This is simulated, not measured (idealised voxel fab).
Proc. module: voxel capacitor over wiring
Pictured: cross-section cut, 220 nm wide, on a grid of 5 nm square cells.
Heads up, the way a cross-section reads in here is a grid of square cells, handed over as bands from the top down, with every band being one or more rows of cells. Read a band's entry like this: the first values are the height of its top and the height of its bottom in nm, and what follows is the sequence of materials from left to right, each with its width in nm. Note that "blank" is empty space, and that a single material marked "full width" reaches across the band from edge to edge. Beneath 0, the wafer as received is one material, and that level is where height counting begins. The lowest band goes on downward without a bottom; it is written like "z 0 and below". The notation "30..40" denotes a width that varies across the rows of cells in the band, beginning at the first number in the top row, finishing at the second number in the bottom row, and changing by an identical amount from each row to the next. "stayed the same", as given for a step, is the statement that not any cell of the cross-section underwent a change during that step. "Sealed internal voids": sealed empty spaces, 8 cells or more, no open way to top, listed width x height at distance, with distance from the left edge and width, height and distance in nm. On each step's line, the part that comes after the settings is the simulator's own comment on the step. overlay nm: where the mask lay relative to plan, measured to the right, on steps with a mask; negatives go left.
The process steps that were planned are listed below
- 1: RECEIVE | material Si
- 2: CONFORMAL_DEP | material SiO2 | thk nm 15
- 3: CONFORMAL_DEP | material SiN | thk nm 5
- 4: DIRECTIONAL_DEP | material SiO2 | thk nm 15
- 5: DIRECTIONAL_DEP | material aC | thk nm 10
- 6: PATTERN | tone open | mask id METAL_1 | material resist | width nm 25 | pitch nm 95 | thk nm 30 | overlay nm 0
- 7: DIRECTIONAL_ETCH | etch materials aC | depth nm 10
- 8: STRIP | etch materials resist
- 9: DIRECTIONAL_ETCH | etch materials SiO2 | depth nm 15
- 10: DIRECTIONAL_ETCH | etch materials SiN | depth nm 5
- 11: STRIP | etch materials aC
- 12: CONFORMAL_DEP | material TiN | thk nm 5
- 13: FILL_DEP | material W | thk nm 10
- 14: CMP | height nm 35
- 15: CONFORMAL_DEP | material SiCN | thk nm 5
- 16: DIRECTIONAL_DEP | material lowk | thk nm 15
- 17: MASKED_ETCH | tone open | mask id PLUG_1 | width nm 15 | etch materials lowk | depth nm 15 | overlay nm 0
- 18: MASKED_ETCH | tone open | mask id PLUG_1 | width nm 15 | etch materials SiCN | depth nm 5 | overlay nm 0
- 19: EPI | material Ru | thk nm 10
- 20: EPI | material Ru | thk nm 10
- 21: DIRECTIONAL_DEP | material TiN | thk nm 5
- 22: DIRECTIONAL_DEP | material HfO2 | thk nm 5
- 23: DIRECTIONAL_DEP | material TiN | thk nm 5
- 24: DIRECTIONAL_DEP | material aC | thk nm 10
- 25: PATTERN | tone cover | mask id UPPER_PLATE | material resist | width nm 75 | thk nm 30 | overlay nm 0
- 26: DIRECTIONAL_ETCH | etch materials aC | depth nm 10
- 27: STRIP | etch materials resist
- 28: DIRECTIONAL_ETCH | etch materials TiN | depth nm 5
- 29: DIRECTIONAL_ETCH | etch materials HfO2 | depth nm 5
- 30: STRIP | etch materials aC
- 31: PATTERN | tone cover | mask id LOWER_PLATE | material resist | width nm 85 | thk nm 15 | overlay nm 0
- 32: DIRECTIONAL_ETCH | etch materials TiN | depth nm 5
- 33: STRIP | etch materials resist
- 34: FILL_DEP | material SiO2 | thk nm 20
- 35: CMP | height nm 85
- 36: DIRECTIONAL_DEP | material aC | thk nm 10
- 37: PATTERN | tone open | mask id PLUG_2 | material resist | width nm 15 | thk nm 30 | overlay nm 0
- 38: DIRECTIONAL_ETCH | etch materials aC | depth nm 10
- 39: STRIP | etch materials resist
- 40: DIRECTIONAL_ETCH | etch materials SiO2 | depth nm 15
- 41: STRIP | etch materials aC
- 42: CONFORMAL_DEP | material TiN | thk nm 5
- 43: FILL_DEP | material Cu | thk nm 10
- 44: CMP | height nm 85
- 45: CONFORMAL_DEP | material SiCN | thk nm 5
Wafer, first of two, run as planned
Cross-section of the wafer upon arrival, representing the state reached after step 1
z 0 and below: Si full width
Sealed internal voids: none
Cross-sectional representation of the wafer at the conclusion of step 2
z 15 to 0: SiO2 full width
Under 0: no change, same as before.
Cross-sectional representation of the wafer at the conclusion of step 3
z 20 to 15: SiN full width
Under 15: no change, same as before.
Cross-sectional representation of the wafer at the conclusion of step 4
z 35 to 20: SiO2 full width
Under 20: no change, same as before.
Cross-sectional representation of the wafer at the conclusion of step 5
z 45 to 35: aC full width
Under 35: no change, same as before.
Cross-sectional representation of the wafer at the conclusion of step 6
z 75 to 45: resist: 50 | blank: 25 | resist: 70 | blank: 25 | resist: 50
Under 45: no change, same as before.
Cross-sectional representation of the wafer at the conclusion of step 7
z 65 to 45: resist: 50 | blank: 25 | resist: 70 | blank: 25 | resist: 50
z 45 to 35: aC: 50 | blank: 25 | aC: 70 | blank: 25 | aC: 50
Under 35: no change, same as before.
Cross-sectional representation of the wafer at the conclusion of step 8
z 45 to 35: aC: 50 | blank: 25 | aC: 70 | blank: 25 | aC: 50
Under 35: no change, same as before.
Cross-sectional representation of the wafer at the conclusion of step 9
z 45 to 35: aC: 50 | blank: 25 | aC: 70 | blank: 25 | aC: 50
z 35 to 20: SiO2: 50 | blank: 25 | SiO2: 70 | blank: 25 | SiO2: 50
Under 20: no change, same as before.
Cross-sectional representation of the wafer at the conclusion of step 10
z 45 to 35: aC: 50 | blank: 25 | aC: 70 | blank: 25 | aC: 50
z 35 to 20: SiO2: 50 | blank: 25 | SiO2: 70 | blank: 25 | SiO2: 50
z 20 to 15: SiN: 50 | blank: 25 | SiN: 70 | blank: 25 | SiN: 50
Under 15: no change, same as before.
Cross-sectional representation of the wafer at the conclusion of step 11
z 35 to 20: SiO2: 50 | blank: 25 | SiO2: 70 | blank: 25 | SiO2: 50
Under 20: no change, same as before.
Cross-sectional representation of the wafer at the conclusion of step 12
z 40 to 35: TiN: 55 | blank: 15 | TiN: 80 | blank: 15 | TiN: 55
z 35 to 20: SiO2: 50 | TiN: 5 | blank: 15 | TiN: 5 | SiO2: 70 | TiN: 5 | blank: 15 | TiN: 5 | SiO2: 50
z 20 to 15: SiN: 50 | TiN: 25 | SiN: 70 | TiN: 25 | SiN: 50
Under 15: no change, same as before.
Cross-sectional representation of the wafer at the conclusion of step 13
z 50 to 40: W full width
z 40 to 35: TiN: 55 | W: 15 | TiN: 80 | W: 15 | TiN: 55
z 35 to 20: SiO2: 50 | TiN: 5 | W: 15 | TiN: 5 | SiO2: 70 | TiN: 5 | W: 15 | TiN: 5 | SiO2: 50
Under 20: no change, same as before.
Cross-sectional representation of the wafer at the conclusion of step 14
z 35 to 20: SiO2: 50 | TiN: 5 | W: 15 | TiN: 5 | SiO2: 70 | TiN: 5 | W: 15 | TiN: 5 | SiO2: 50
Under 20: no change, same as before.
Cross-sectional representation of the wafer at the conclusion of step 15
z 40 to 35: SiCN full width
Under 35: no change, same as before.
Cross-sectional representation of the wafer at the conclusion of step 16
z 55 to 40: lowk full width
Under 40: no change, same as before.
Cross-sectional representation of the wafer at the conclusion of step 17
z 55 to 40: lowk: 60 | blank: 15 | lowk: 145
Under 40: no change, same as before.
Cross-sectional representation of the wafer at the conclusion of step 18
z 55 to 40: lowk: 60 | blank: 15 | lowk: 145
z 40 to 35: SiCN: 60 | blank: 15 | SiCN: 145
Under 35: no change, same as before.
Cross-sectional representation of the wafer at the conclusion of step 19
z 55 to 45: lowk: 60 | blank: 15 | lowk: 145
z 45 to 40: lowk: 60 | Ru: 15 | lowk: 145
z 40 to 35: SiCN: 60 | Ru: 15 | SiCN: 145
Under 35: no change, same as before.
Cross-sectional representation of the wafer at the conclusion of step 20
z 55 to 40: lowk: 60 | Ru: 15 | lowk: 145
Under 40: no change, same as before.
Cross-sectional representation of the wafer at the conclusion of step 21
z 60 to 55: TiN full width
Under 55: no change, same as before.
Cross-sectional representation of the wafer at the conclusion of step 22
z 65 to 60: HfO2 full width
Under 60: no change, same as before.
Cross-sectional representation of the wafer at the conclusion of step 23
z 70 to 65: TiN full width
Under 65: no change, same as before.
Cross-sectional representation of the wafer at the conclusion of step 24
z 80 to 70: aC full width
Under 70: no change, same as before.
Cross-sectional representation of the wafer at the conclusion of step 25
z 110 to 80: blank: 60 | resist: 75 | blank: 85
Under 80: no change, same as before.
Cross-sectional representation of the wafer at the conclusion of step 26
z 100 to 80: blank: 60 | resist: 75 | blank: 85
z 80 to 70: blank: 60 | aC: 75 | blank: 85
Under 70: no change, same as before.
Cross-sectional representation of the wafer at the conclusion of step 27
z 80 to 70: blank: 60 | aC: 75 | blank: 85
Under 70: no change, same as before.
Cross-sectional representation of the wafer at the conclusion of step 28
z 80 to 70: blank: 60 | aC: 75 | blank: 85
z 70 to 65: blank: 60 | TiN: 75 | blank: 85
Under 65: no change, same as before.
Cross-sectional representation of the wafer at the conclusion of step 29
z 80 to 70: blank: 60 | aC: 75 | blank: 85
z 70 to 65: blank: 60 | TiN: 75 | blank: 85
z 65 to 60: blank: 60 | HfO2: 75 | blank: 85
Under 60: no change, same as before.
Cross-sectional representation of the wafer at the conclusion of step 30
z 70 to 65: blank: 60 | TiN: 75 | blank: 85
Under 65: no change, same as before.
Cross-sectional representation of the wafer at the conclusion of step 31
z 85 to 70: blank: 55 | resist: 85 | blank: 80
z 70 to 65: blank: 55 | resist: 5 | TiN: 75 | resist: 5 | blank: 80
z 65 to 60: blank: 55 | resist: 5 | HfO2: 75 | resist: 5 | blank: 80
Under 60: no change, same as before.
Cross-sectional representation of the wafer at the conclusion of step 32
z 85 to 70: blank: 55 | resist: 85 | blank: 80
z 70 to 65: blank: 55 | resist: 5 | TiN: 75 | resist: 5 | blank: 80
z 65 to 60: blank: 55 | resist: 5 | HfO2: 75 | resist: 5 | blank: 80
z 60 to 55: blank: 55 | TiN: 85 | blank: 80
Under 55: no change, same as before.
Cross-sectional representation of the wafer at the conclusion of step 33
z 70 to 65: blank: 60 | TiN: 75 | blank: 85
z 65 to 60: blank: 60 | HfO2: 75 | blank: 85
Under 60: no change, same as before.
Cross-sectional representation of the wafer at the conclusion of step 34
z 90 to 70: SiO2 full width
z 70 to 65: SiO2: 60 | TiN: 75 | SiO2: 85
z 65 to 60: SiO2: 60 | HfO2: 75 | SiO2: 85
z 60 to 55: SiO2: 55 | TiN: 85 | SiO2: 80
Under 55: no change, same as before.
Cross-sectional representation of the wafer at the conclusion of step 35
z 85 to 70: SiO2 full width
Under 70: no change, same as before.
Cross-sectional representation of the wafer at the conclusion of step 36
z 95 to 85: aC full width
Under 85: no change, same as before.
Cross-sectional representation of the wafer at the conclusion of step 37
z 125 to 95: resist: 70 | blank: 15 | resist: 135
Under 95: no change, same as before.
Cross-sectional representation of the wafer at the conclusion of step 38
z 115 to 95: resist: 70 | blank: 15 | resist: 135
z 95 to 85: aC: 70 | blank: 15 | aC: 135
Under 85: no change, same as before.
Cross-sectional representation of the wafer at the conclusion of step 39
z 95 to 85: aC: 70 | blank: 15 | aC: 135
Under 85: no change, same as before.
Cross-sectional representation of the wafer at the conclusion of step 40
z 95 to 85: aC: 70 | blank: 15 | aC: 135
z 85 to 70: SiO2: 70 | blank: 15 | SiO2: 135
Under 70: no change, same as before.
Cross-sectional representation of the wafer at the conclusion of step 41
z 85 to 70: SiO2: 70 | blank: 15 | SiO2: 135
Under 70: no change, same as before.
Cross-sectional representation of the wafer at the conclusion of step 42
z 90 to 85: TiN: 75 | blank: 5 | TiN: 140
z 85 to 75: SiO2: 70 | TiN: 5 | blank: 5 | TiN: 5 | SiO2: 135
z 75 to 65: SiO2: 70..60 | TiN: 15..75 | SiO2: 135..85
Under 65: no change, same as before.
Cross-sectional representation of the wafer at the conclusion of step 43
z 100 to 90: Cu full width
z 90 to 85: TiN: 75 | Cu: 5 | TiN: 140
z 85 to 75: SiO2: 70 | TiN: 5 | Cu: 5 | TiN: 5 | SiO2: 135
Under 75: no change, same as before.
Cross-sectional representation of the wafer at the conclusion of step 44
z 85 to 75: SiO2: 70 | TiN: 5 | Cu: 5 | TiN: 5 | SiO2: 135
Under 75: no change, same as before.
Cross-sectional representation of the wafer at the conclusion of step 45
z 90 to 85: SiCN full width
Under 85: no change, same as before.
Second wafer, same starting state and plan as the first, one mistake in the run, identical through step 5
Here is the second wafer in cross-section at the point where step 6 of the plan should have been done
z 75 to 45: resist: 45 | blank: 25 | resist: 70 | blank: 25 | resist: 55
Under 45: no change, same as before.
Here is the second wafer in cross-section at the point where step 7 of the plan should have been done
z 65 to 45: resist: 45 | blank: 25 | resist: 70 | blank: 25 | resist: 55
z 45 to 35: aC: 45 | blank: 25 | aC: 70 | blank: 25 | aC: 55
Under 35: no change, same as before.
Here is the second wafer in cross-section at the point where step 8 of the plan should have been done
z 45 to 35: aC: 45 | blank: 25 | aC: 70 | blank: 25 | aC: 55
Under 35: no change, same as before.
Here is the second wafer in cross-section at the point where step 9 of the plan should have been done
z 45 to 35: aC: 45 | blank: 25 | aC: 70 | blank: 25 | aC: 55
z 35 to 20: SiO2: 45 | blank: 25 | SiO2: 70 | blank: 25 | SiO2: 55
Under 20: no change, same as before.
Here is the second wafer in cross-section at the point where step 10 of the plan should have been done
z 45 to 35: aC: 45 | blank: 25 | aC: 70 | blank: 25 | aC: 55
z 35 to 20: SiO2: 45 | blank: 25 | SiO2: 70 | blank: 25 | SiO2: 55
z 20 to 15: SiN: 45 | blank: 25 | SiN: 70 | blank: 25 | SiN: 55
Under 15: no change, same as before.
Here is the second wafer in cross-section at the point where step 11 of the plan should have been done
z 35 to 20: SiO2: 45 | blank: 25 | SiO2: 70 | blank: 25 | SiO2: 55
Under 20: no change, same as before.
Here is the second wafer in cross-section at the point where step 12 of the plan should have been done
z 40 to 35: TiN: 50 | blank: 15 | TiN: 80 | blank: 15 | TiN: 60
z 35 to 20: SiO2: 45 | TiN: 5 | blank: 15 | TiN: 5 | SiO2: 70 | TiN: 5 | blank: 15 | TiN: 5 | SiO2: 55
z 20 to 15: SiN: 45 | TiN: 25 | SiN: 70 | TiN: 25 | SiN: 55
Under 15: no change, same as before.
Here is the second wafer in cross-section at the point where step 13 of the plan should have been done
z 50 to 40: W full width
z 40 to 35: TiN: 50 | W: 15 | TiN: 80 | W: 15 | TiN: 60
z 35 to 20: SiO2: 45 | TiN: 5 | W: 15 | TiN: 5 | SiO2: 70 | TiN: 5 | W: 15 | TiN: 5 | SiO2: 55
Under 20: no change, same as before.
Here is the second wafer in cross-section at the point where step 14 of the plan should have been done
z 35 to 20: SiO2: 45 | TiN: 5 | W: 15 | TiN: 5 | SiO2: 70 | TiN: 5 | W: 15 | TiN: 5 | SiO2: 55
Under 20: no change, same as before.
Here is the second wafer in cross-section at the point where step 15 of the plan should have been done
z 40 to 35: SiCN full width
Under 35: no change, same as before.
Here is the second wafer in cross-section at the point where step 16 of the plan should have been done
z 55 to 40: lowk full width
Under 40: no change, same as before.
Here is the second wafer in cross-section at the point where step 17 of the plan should have been done
z 55 to 40: lowk: 60 | blank: 15 | lowk: 145
Under 40: no change, same as before.
Here is the second wafer in cross-section at the point where step 18 of the plan should have been done
z 55 to 40: lowk: 60 | blank: 15 | lowk: 145
z 40 to 35: SiCN: 60 | blank: 15 | SiCN: 145
Under 35: no change, same as before.
Here is the second wafer in cross-section at the point where step 19 of the plan should have been done
z 55 to 45: lowk: 60 | blank: 15 | lowk: 145
z 45 to 40: lowk: 60 | Ru: 15 | lowk: 145
z 40 to 35: SiCN: 60 | Ru: 15 | SiCN: 145
Under 35: no change, same as before.
Here is the second wafer in cross-section at the point where step 20 of the plan should have been done
z 55 to 40: lowk: 60 | Ru: 15 | lowk: 145
Under 40: no change, same as before.
Here is the second wafer in cross-section at the point where step 21 of the plan should have been done
z 60 to 55: TiN full width
Under 55: no change, same as before.
Here is the second wafer in cross-section at the point where step 22 of the plan should have been done
z 65 to 60: HfO2 full width
Under 60: no change, same as before.
Here is the second wafer in cross-section at the point where step 23 of the plan should have been done
z 70 to 65: TiN full width
Under 65: no change, same as before.
Here is the second wafer in cross-section at the point where step 24 of the plan should have been done
z 80 to 70: aC full width
Under 70: no change, same as before.
Here is the second wafer in cross-section at the point where step 25 of the plan should have been done
z 110 to 80: blank: 60 | resist: 75 | blank: 85
Under 80: no change, same as before.
Here is the second wafer in cross-section at the point where step 26 of the plan should have been done
z 100 to 80: blank: 60 | resist: 75 | blank: 85
z 80 to 70: blank: 60 | aC: 75 | blank: 85
Under 70: no change, same as before.
Here is the second wafer in cross-section at the point where step 27 of the plan should have been done
z 80 to 70: blank: 60 | aC: 75 | blank: 85
Under 70: no change, same as before.
Here is the second wafer in cross-section at the point where step 28 of the plan should have been done
z 80 to 70: blank: 60 | aC: 75 | blank: 85
z 70 to 65: blank: 60 | TiN: 75 | blank: 85
Under 65: no change, same as before.
Here is the second wafer in cross-section at the point where step 29 of the plan should have been done
z 80 to 70: blank: 60 | aC: 75 | blank: 85
z 70 to 65: blank: 60 | TiN: 75 | blank: 85
z 65 to 60: blank: 60 | HfO2: 75 | blank: 85
Under 60: no change, same as before.
Here is the second wafer in cross-section at the point where step 30 of the plan should have been done
z 70 to 65: blank: 60 | TiN: 75 | blank: 85
Under 65: no change, same as before.
Here is the second wafer in cross-section at the point where step 31 of the plan should have been done
z 85 to 70: blank: 55 | resist: 85 | blank: 80
z 70 to 65: blank: 55 | resist: 5 | TiN: 75 | resist: 5 | blank: 80
z 65 to 60: blank: 55 | resist: 5 | HfO2: 75 | resist: 5 | blank: 80
Under 60: no change, same as before.
Here is the second wafer in cross-section at the point where step 32 of the plan should have been done
z 85 to 70: blank: 55 | resist: 85 | blank: 80
z 70 to 65: blank: 55 | resist: 5 | TiN: 75 | resist: 5 | blank: 80
z 65 to 60: blank: 55 | resist: 5 | HfO2: 75 | resist: 5 | blank: 80
z 60 to 55: blank: 55 | TiN: 85 | blank: 80
Under 55: no change, same as before.
Here is the second wafer in cross-section at the point where step 33 of the plan should have been done
z 70 to 65: blank: 60 | TiN: 75 | blank: 85
z 65 to 60: blank: 60 | HfO2: 75 | blank: 85
Under 60: no change, same as before.
Here is the second wafer in cross-section at the point where step 34 of the plan should have been done
z 90 to 70: SiO2 full width
z 70 to 65: SiO2: 60 | TiN: 75 | SiO2: 85
z 65 to 60: SiO2: 60 | HfO2: 75 | SiO2: 85
z 60 to 55: SiO2: 55 | TiN: 85 | SiO2: 80
Under 55: no change, same as before.
Here is the second wafer in cross-section at the point where step 35 of the plan should have been done
z 85 to 70: SiO2 full width
Under 70: no change, same as before.
Here is the second wafer in cross-section at the point where step 36 of the plan should have been done
z 95 to 85: aC full width
Under 85: no change, same as before.
Here is the second wafer in cross-section at the point where step 37 of the plan should have been done
z 125 to 95: resist: 70 | blank: 15 | resist: 135
Under 95: no change, same as before.
Here is the second wafer in cross-section at the point where step 38 of the plan should have been done
z 115 to 95: resist: 70 | blank: 15 | resist: 135
z 95 to 85: aC: 70 | blank: 15 | aC: 135
Under 85: no change, same as before.
Here is the second wafer in cross-section at the point where step 39 of the plan should have been done
z 95 to 85: aC: 70 | blank: 15 | aC: 135
Under 85: no change, same as before.
Here is the second wafer in cross-section at the point where step 40 of the plan should have been done
z 95 to 85: aC: 70 | blank: 15 | aC: 135
z 85 to 70: SiO2: 70 | blank: 15 | SiO2: 135
Under 70: no change, same as before.
Here is the second wafer in cross-section at the point where step 41 of the plan should have been done
z 85 to 70: SiO2: 70 | blank: 15 | SiO2: 135
Under 70: no change, same as before.
Here is the second wafer in cross-section at the point where step 42 of the plan should have been done
z 90 to 85: TiN: 75 | blank: 5 | TiN: 140
z 85 to 75: SiO2: 70 | TiN: 5 | blank: 5 | TiN: 5 | SiO2: 135
z 75 to 65: SiO2: 70..60 | TiN: 15..75 | SiO2: 135..85
Under 65: no change, same as before.
Here is the second wafer in cross-section at the point where step 43 of the plan should have been done
z 100 to 90: Cu full width
z 90 to 85: TiN: 75 | Cu: 5 | TiN: 140
z 85 to 75: SiO2: 70 | TiN: 5 | Cu: 5 | TiN: 5 | SiO2: 135
Under 75: no change, same as before.
Here is the second wafer in cross-section at the point where step 44 of the plan should have been done
z 85 to 75: SiO2: 70 | TiN: 5 | Cu: 5 | TiN: 5 | SiO2: 135
Under 75: no change, same as before.
Here is the second wafer in cross-section at the point where step 45 of the plan should have been done
z 90 to 85: SiCN full width
Under 85: no change, same as before.
what went wrong: so step 6 ended up running with a different setting than we planned, it ran as PATTERN | tone open | mask id METAL_1 | material resist | width nm 25 | pitch nm 95 | thk nm 30 | overlay nm -5
So at the finish, the second wafer's got exactly as many cells of each material as the first, just not in the same spots.
